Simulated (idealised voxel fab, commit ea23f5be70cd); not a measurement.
process module | voxel capacitor over wiring
Shown is cross-section cut, with a width of 245 nm and square cells of size 5 nm.
Square cells in a grid make up a cross-section in this document, and the grid is given as bands, listed from the top down, each one or more rows of cells. Per band: top height and bottom height in nm, followed by the left-to-right materials and their widths in nm; "full width" marks a single material spanning edge to edge, "air" marks empty space. We count height from 0. Below that, the starting wafer is all one material. The lowest band never ends at the bottom but goes on down; see "from 0 down" for how that is written. Top row gets the first number, bottom row gets the second, and each row in between changes by the same step: that is how a band width like "30..40" works. "nothing got changed" means the step left every cell of the cross-section as it was. So "Enclosed cavities" is basically the list of trapped voids: any empty space of 8 cells or more that can't reach the top through an opening. They're written width x height at distance, the distance being from the left edge, and it's all nm. Note: text after step settings on the step line = simulator remark on that step. You can add "overlay nm" to a step's line. For a step with a mask, it describes how far the mask lay to the right of its planned position, and a negative number describes a lay to the left.

These are the steps we planned for the process
1 RECEIVE: material Si
2 CONFORMAL_DEP: material SiO2, thk nm 15
3 CONFORMAL_DEP: material SiCN, thk nm 5
4 DIRECTIONAL_DEP: material lowk, thk nm 25
5 DIRECTIONAL_DEP: material aC, thk nm 15
6 PATTERN: tone open, mask id METAL_1, material resist, width nm 20, pitch nm 90, thk nm 35, overlay nm 0
7 DIRECTIONAL_ETCH: etch materials aC, depth nm 15
8 STRIP: etch materials resist
9 DIRECTIONAL_ETCH: etch materials lowk, depth nm 25
10 DIRECTIONAL_ETCH: etch materials SiCN, depth nm 5
11 STRIP: etch materials aC
12 CONFORMAL_DEP: material TiN, thk nm 5
13 FILL_DEP: material Cu, thk nm 5
14 CMP: height nm 45
15 EPI: material Ru, thk nm 5
16 FILL_DEP: material SiCN, thk nm 5
17 DIRECTIONAL_DEP: material SiO2, thk nm 20
18 PATTERN: tone open, mask id PLUG_1, material resist, width nm 15, thk nm 20, overlay nm 0
19 DIRECTIONAL_ETCH: etch materials SiO2, depth nm 20
20 DIRECTIONAL_ETCH: etch materials SiCN, depth nm 5
21 STRIP: etch materials resist
22 EPI: material Ru, thk nm 10
23 EPI: material Ru, thk nm 10
24 EPI: material Ru, thk nm 5
25 DIRECTIONAL_DEP: material TiN, thk nm 5
26 DIRECTIONAL_DEP: material Al2O3, thk nm 5
27 DIRECTIONAL_DEP: material TiN, thk nm 5
28 MASKED_ETCH: tone cover, mask id UPPER_PLATE, width nm 75, etch materials TiN, depth nm 5, overlay nm 0
29 MASKED_ETCH: tone cover, mask id UPPER_PLATE, width nm 75, etch materials Al2O3, depth nm 5, overlay nm 0
30 DIRECTIONAL_DEP: material aC, thk nm 15
31 PATTERN: tone cover, mask id LOWER_PLATE, material resist, width nm 85, thk nm 30, overlay nm 0
32 DIRECTIONAL_ETCH: etch materials aC, depth nm 15
33 STRIP: etch materials resist
34 DIRECTIONAL_ETCH: etch materials TiN, depth nm 5
35 STRIP: etch materials aC
36 FILL_DEP: material SiO2, thk nm 20
37 CMP: height nm 105
38 DIRECTIONAL_DEP: material aC, thk nm 15
39 PATTERN: tone open, mask id PLUG_2, material resist, width nm 15, thk nm 35, overlay nm 0
40 DIRECTIONAL_ETCH: etch materials aC, depth nm 15
41 STRIP: etch materials resist
42 DIRECTIONAL_ETCH: etch materials SiO2, depth nm 15
43 STRIP: etch materials aC
44 CONFORMAL_DEP: material TiN, thk nm 5
45 FILL_DEP: material Cu, thk nm 10
46 CMP: height nm 105
47 CONFORMAL_DEP: material SiN, thk nm 5

Delivered wafer in cross-section: state after step 1
* from 0 down | Si full width
* Enclosed cavities: none

Cross-sectional result after module completion. Note: starting condition and plan are unchanged from above; one processing mistake was made
* from 110 to 105 | SiN full width
* from 105 to 95 | 75 Cu / 5 TiN / 15 SiO2 / 5 TiN / 145 Cu
* from 95 to 90 | 80 TiN / 15 SiO2 / 150 TiN
* from 90 to 85 | 70 SiO2 / 75 TiN / 100 SiO2
* from 85 to 80 | 70 SiO2 / 75 Al2O3 / 100 SiO2
* from 80 to 75 | 65 SiO2 / 85 TiN / 95 SiO2
* from 75 to 55 | 70 SiO2 / 15 Ru / 160 SiO2
* from 55 to 50 | 70 SiCN / 15 Ru / 160 SiCN
* from 50 to 45 | 60 SiCN / 30 Ru / 60 SiCN / 30 Ru / 65 SiCN
* from 45 to 20 | 65 lowk / 5 TiN / 10 Cu / 5 TiN / 70 lowk / 5 TiN / 10 Cu / 5 TiN / 70 lowk
* from 20 to 15 | 65 SiCN / 20 TiN / 70 SiCN / 20 TiN / 70 SiCN
* from 15 to 0 | SiO2 full width
* from 0 down | Si full width
* Enclosed cavities: none
what went wrong: planned and actual differ for step 39; actual: PATTERN: tone cover, mask id PLUG_2, material resist, width nm 15, thk nm 35, overlay nm 0
